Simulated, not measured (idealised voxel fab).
Module name: voxel wiring stack (process module)
FYI the section here is cut, 190 nm wide, cells are 5 nm squares.
Reading order for cross-sections: top band down to bottom band. Underlying form: a grid of square cells. Band size: one or more rows of cells.
A band entry consists of two parts. The first gives the height of the band's top and the height of its bottom, in nm. The rest lists the band's materials from left to right, each with its width in nm. A single material labelled with the word "all across" fills the band from edge to edge, and the word "air" marks empty space.
The level at which height equals 0 is the one under which the wafer, as it arrives, is entirely one material. No lower edge exists for the bottom band, which continues downward and is notated as in "0 -> down".
You'd read "30 to 40" like this: the band's top row of cells is as wide as the first number, its bottom row is as wide as the second, and going down, every row changes width by the same amount as the row before did.
Basically "remains unaltered" means that step didn't change any cell in the cross-section.
Enclosed voids (no open way to top), threshold 8 cells or more, entry "Closed void list", notation width x height at distance, distance from left edge, nm.
Heads up: the bit after the settings on a step's line is the simulator's remark on that step.
On any step carrying a mask, the "overlay nm" setting, if present on the step's line, tells how far right of its planned place the mask lay; negative values point to the left.
### Process steps (planned)
1 RECEIVE with material Si
2 CONFORMAL_DEP with material SiO2, thk nm 10
3 DIRECTIONAL_DEP with material TiN, thk nm 5
4 DIRECTIONAL_DEP with material Ru, thk nm 20
5 PATTERN with tone cover, mask id METAL_1, material resist, width nm 20, pitch nm 45, thk nm 20, overlay nm 0
6 DIRECTIONAL_ETCH with etch materials Ru, depth nm 20
7 DIRECTIONAL_ETCH with etch materials TiN, depth nm 5
8 STRIP with etch materials resist
9 CONFORMAL_DEP with material SiN, thk nm 5
10 FILL_DEP with material SiO2, thk nm 5
11 CMP with height nm 35
12 CONFORMAL_DEP with material SiCN, thk nm 5
13 DIRECTIONAL_DEP with material lowk, thk nm 35
14 DIRECTIONAL_DEP with material aC, thk nm 10
15 PATTERN with tone open, mask id METAL_2, material resist, width nm 20, pitch nm 45, thk nm 25, overlay nm 0
16 DIRECTIONAL_ETCH with etch materials aC, depth nm 10
17 STRIP with etch materials resist
18 DIRECTIONAL_ETCH with etch materials lowk, depth nm 20
19 STRIP with etch materials aC
20 MASKED_ETCH with tone open, mask id METAL_2_HOLES, width nm 15, pitch nm 45, etch materials lowk, depth nm 15, overlay nm 0
21 MASKED_ETCH with tone open, mask id METAL_2_HOLES, width nm 15, pitch nm 45, etch materials SiCN, depth nm 5, overlay nm 0
22 CONFORMAL_DEP with material TiN, thk nm 5
23 FILL_DEP with material Cu, thk nm 5
24 CMP with height nm 75
25 CONFORMAL_DEP with material SiN, thk nm 5
### Cross-sectional view of the wafer in its as-received condition, corresponding to the state after step 1
- 0 -> down = Si all across
- Closed void list: none
### Cross-section taken at module completion on the first of two wafers; processed per the plan
- 80 -> 75 = SiN all across
- 75 -> 60 = lowk: 60  TiN: 5  Cu: 10  TiN: 5  lowk: 25  TiN: 5  Cu: 10  TiN: 5  lowk: 65
- 60 -> 55 = lowk: 60  TiN: 5  Cu: 5  TiN: 10  lowk: 25  TiN: 5  Cu: 5  TiN: 10  lowk: 65
- 55 -> 40 = lowk: 60  TiN: 5  Cu: 5  TiN: 5  lowk: 30  TiN: 5  Cu: 5  TiN: 5  lowk: 70
- 40 -> 35 = SiCN: 60  TiN: 15  SiCN: 30  TiN: 15  SiCN: 70
- 35 -> 15 = SiO2: 55  SiN: 5  Ru: 20  SiN: 5  SiO2: 15  SiN: 5  Ru: 20  SiN: 5  SiO2: 60
- 15 -> 10 = SiN: 60  TiN: 20  SiN: 25  TiN: 20  SiN: 65
- 10 -> 0 = SiO2 all across
- 0 -> down = Si all across
- Closed void list: none
### Presented here is a cross-section of the second of the two wafers as it stood at the end of the module. It was started in the same manner and assigned the same plan as the first wafer; however, one mistake was made in its execution
- 80 -> 75 = SiN all across
- 75 -> 60 = lowk: 60  TiN: 5  Cu: 10  TiN: 5  lowk: 25  TiN: 5  Cu: 10  TiN: 5  lowk: 65
- 60 -> 55 = lowk: 60  TiN: 5  Cu: 5  TiN: 10  lowk: 25  TiN: 5  Cu: 5  TiN: 10  lowk: 65
- 55 -> 40 = lowk: 60  TiN: 5  Cu: 5  TiN: 5  lowk: 30  TiN: 5  Cu: 5  TiN: 5  lowk: 70
- 40 -> 35 = SiCN: 60  TiN: 15  SiCN: 30  TiN: 15  SiCN: 70
- 35 -> 15 = Ru: 60  SiN: 5  SiO2: 10  SiN: 5  Ru: 25  SiN: 5  SiO2: 10  SiN: 5  Ru: 65
- 15 -> 10 = TiN: 60  SiN: 20  TiN: 25  SiN: 20  TiN: 65
- 10 -> 0 = SiO2 all across
- 0 -> down = Si all across
- Closed void list: none
What was done differently from what was planned? contrary to plan, step 5 was performed as PATTERN with tone open, mask id METAL_1, material resist, width nm 20, pitch nm 45, thk nm 20, overlay nm 0
Final cells, second wafer relative to first, materials higher or lower: +88 Ru | -22 SiN | -88 SiO2 | +22 TiN
